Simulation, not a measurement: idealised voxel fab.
Documented hereafter: the process module known as voxel released beams.
Cross-sectional view cut (width: 145 nm; square cell size: 5 nm).
Cross-section, as written here: a square-cell grid given band by band from the top down, where a band holds one or more rows of cells.
Within each band entry, the heights of the top and of the bottom of the band appear first, in that order and in nm; the materials of the band then follow from left to right, each with its corresponding width in nm. The designation "full width" on a single material indicates that it fills the band from edge to edge; the designation "air" indicates empty space.
Zero point of the height axis is 0; under it, received wafer = one material. Lowest band: continues down indefinitely, "top 0, no bottom".
You'd read "30..40" like this: the band's top row of cells is as wide as the first number, its bottom row is as wide as the second, and going down, every row changes width by the same amount as the row before did.
For the purposes of this document, the phrase "nothing different" attached to a step denotes that no cell within the cross-section was modified by that step.
So "Non-vented voids" is basically the list of trapped voids: any empty space of 8 cells or more that can't reach the top through an opening. They're written width x height at distance, the distance being from the left edge, and it's all nm.
Note: text after step settings on the step line = simulator remark on that step.
A step's line can hold "overlay nm"; with a mask on that step, the setting says how far right of the planned place the mask lay, while a negative setting says it lay to the left.

THE FOLLOWING LIST GIVES THE PLANNED PROCESS STEPS
1: RECEIVE, material Si
2: CONFORMAL_DEP, material Al2O3, thk nm 10
3: DIRECTIONAL_DEP, material SiO2, thk nm 20
4: DIRECTIONAL_DEP, material aC, thk nm 15
5: PATTERN, tone open, mask id ANCHOR, material resist, width nm 25, thk nm 30, overlay nm 0
6: DIRECTIONAL_ETCH, etch materials aC, depth nm 15
7: STRIP, etch materials resist
8: DIRECTIONAL_ETCH, etch materials SiO2, depth nm 20
9: STRIP, etch materials aC
10: CONFORMAL_DEP, material SiN, thk nm 10
11: PATTERN, tone cover, mask id BEAM, material resist, width nm 80, thk nm 15, overlay nm 0
12: DIRECTIONAL_ETCH, etch materials SiN, depth nm 10
13: STRIP, etch materials resist
14: STRIP, etch materials SiO2

FIRST WAFER, AS PLANNED

AS RECEIVED (POST STEP 1): CROSS-SECTION
> top 0, no bottom: Si full width
> Non-vented voids: none

STATE OF THE WAFER AFTER STEP 2, SHOWN IN CROSS-SECTION
> top 10, bottom 0: Al2O3 full width
> No changes below 0.

STATE OF THE WAFER AFTER STEP 3, SHOWN IN CROSS-SECTION
> top 30, bottom 10: SiO2 full width
> No changes below 10.

STATE OF THE WAFER AFTER STEP 4, SHOWN IN CROSS-SECTION
> top 45, bottom 30: aC full width
> No changes below 30.

STATE OF THE WAFER AFTER STEP 5, SHOWN IN CROSS-SECTION
> top 75, bottom 45: 35 of resist, 25 of air, 85 of resist
> No changes below 45.

STATE OF THE WAFER AFTER STEP 6, SHOWN IN CROSS-SECTION
> top 60, bottom 45: 35 of resist, 25 of air, 85 of resist
> top 45, bottom 30: 35 of aC, 25 of air, 85 of aC
> No changes below 30.

STATE OF THE WAFER AFTER STEP 7, SHOWN IN CROSS-SECTION
> top 45, bottom 30: 35 of aC, 25 of air, 85 of aC
> No changes below 30.

STATE OF THE WAFER AFTER STEP 8, SHOWN IN CROSS-SECTION
> top 45, bottom 30: 35 of aC, 25 of air, 85 of aC
> top 30, bottom 10: 35 of SiO2, 25 of air, 85 of SiO2
> No changes below 10.

STATE OF THE WAFER AFTER STEP 9, SHOWN IN CROSS-SECTION
> top 30, bottom 10: 35 of SiO2, 25 of air, 85 of SiO2
> No changes below 10.

STATE OF THE WAFER AFTER STEP 10, SHOWN IN CROSS-SECTION
> top 40, bottom 30: 45 of SiN, 5 of air, 95 of SiN
> top 30, bottom 20: 35 of SiO2, 10 of SiN, 5 of air, 10 of SiN, 85 of SiO2
> top 20, bottom 10: 35 of SiO2, 25 of SiN, 85 of SiO2
> No changes below 10.

STATE OF THE WAFER AFTER STEP 11, SHOWN IN CROSS-SECTION
> top 55, bottom 40: 30 of air, 80 of resist, 35 of air
> top 40, bottom 30: 45 of SiN, 5 of resist, 95 of SiN
> top 30, bottom 20: 35 of SiO2, 10 of SiN, 5 of resist, 10 of SiN, 85 of SiO2
> No changes below 20.

STATE OF THE WAFER AFTER STEP 12, SHOWN IN CROSS-SECTION
> top 55, bottom 40: 30 of air, 80 of resist, 35 of air
> top 40, bottom 30: 30 of air, 15 of SiN, 5 of resist, 60 of SiN, 35 of air
> No changes below 30.

STATE OF THE WAFER AFTER STEP 13, SHOWN IN CROSS-SECTION
> top 40, bottom 30: 30 of air, 15 of SiN, 5 of air, 60 of SiN, 35 of air
> top 30, bottom 20: 35 of SiO2, 10 of SiN, 5 of air, 10 of SiN, 85 of SiO2
> No changes below 20.

STATE OF THE WAFER AFTER STEP 14, SHOWN IN CROSS-SECTION
> top 40, bottom 30: 30 of air, 15 of SiN, 5 of air, 60 of SiN, 35 of air
> top 30, bottom 20: 35 of air, 10 of SiN, 5 of air, 10 of SiN, 85 of air
> top 20, bottom 10: 35 of air, 25 of SiN, 85 of air
> No changes below 10.

THE SECOND WAFER WAS PREPARED FROM THE SAME STARTING POINT AND UNDER THE SAME PLAN AS THE FIRST; ITS PROCESSING CONTAINED ONE MISTAKE, AND IT REMAINS INDISTINGUISHABLE FROM THE FIRST WAFER UP TO AND INCLUDING STEP 10

SECOND WAFER CROSS-SECTION, TAKEN AS OF THE TIME THE PLAN SETS FOR STEP 11 TO BE DONE
> top 55, bottom 40: 35 of air, 75 of resist, 35 of air
> top 40, bottom 30: 45 of SiN, 5 of resist, 95 of SiN
> top 30, bottom 20: 35 of SiO2, 10 of SiN, 5 of resist, 10 of SiN, 85 of SiO2
> No changes below 20.

SECOND WAFER CROSS-SECTION, TAKEN AS OF THE TIME THE PLAN SETS FOR STEP 12 TO BE DONE
> top 55, bottom 40: 35 of air, 75 of resist, 35 of air
> top 40, bottom 30: 35 of air, 10 of SiN, 5 of resist, 60 of SiN, 35 of air
> No changes below 30.

SECOND WAFER CROSS-SECTION, TAKEN AS OF THE TIME THE PLAN SETS FOR STEP 13 TO BE DONE
> top 40, bottom 30: 35 of air, 10 of SiN, 5 of air, 60 of SiN, 35 of air
> top 30, bottom 20: 35 of SiO2, 10 of SiN, 5 of air, 10 of SiN, 85 of SiO2
> No changes below 20.

SECOND WAFER CROSS-SECTION, TAKEN AS OF THE TIME THE PLAN SETS FOR STEP 14 TO BE DONE
> top 40, bottom 30: 35 of air, 10 of SiN, 5 of air, 60 of SiN, 35 of air
> top 30, bottom 20: 35 of air, 10 of SiN, 5 of air, 10 of SiN, 85 of air
> top 20, bottom 10: 35 of air, 25 of SiN, 85 of air
> No changes below 10.
Here's what went sideways: heads up, step 11 didn't go per plan, it actually ran as PATTERN, tone cover, mask id BEAM, material resist, width nm 75, thk nm 15, overlay nm 0
Count the cells at the end and the second wafer has more or fewer of some materials than the first: SiN -2
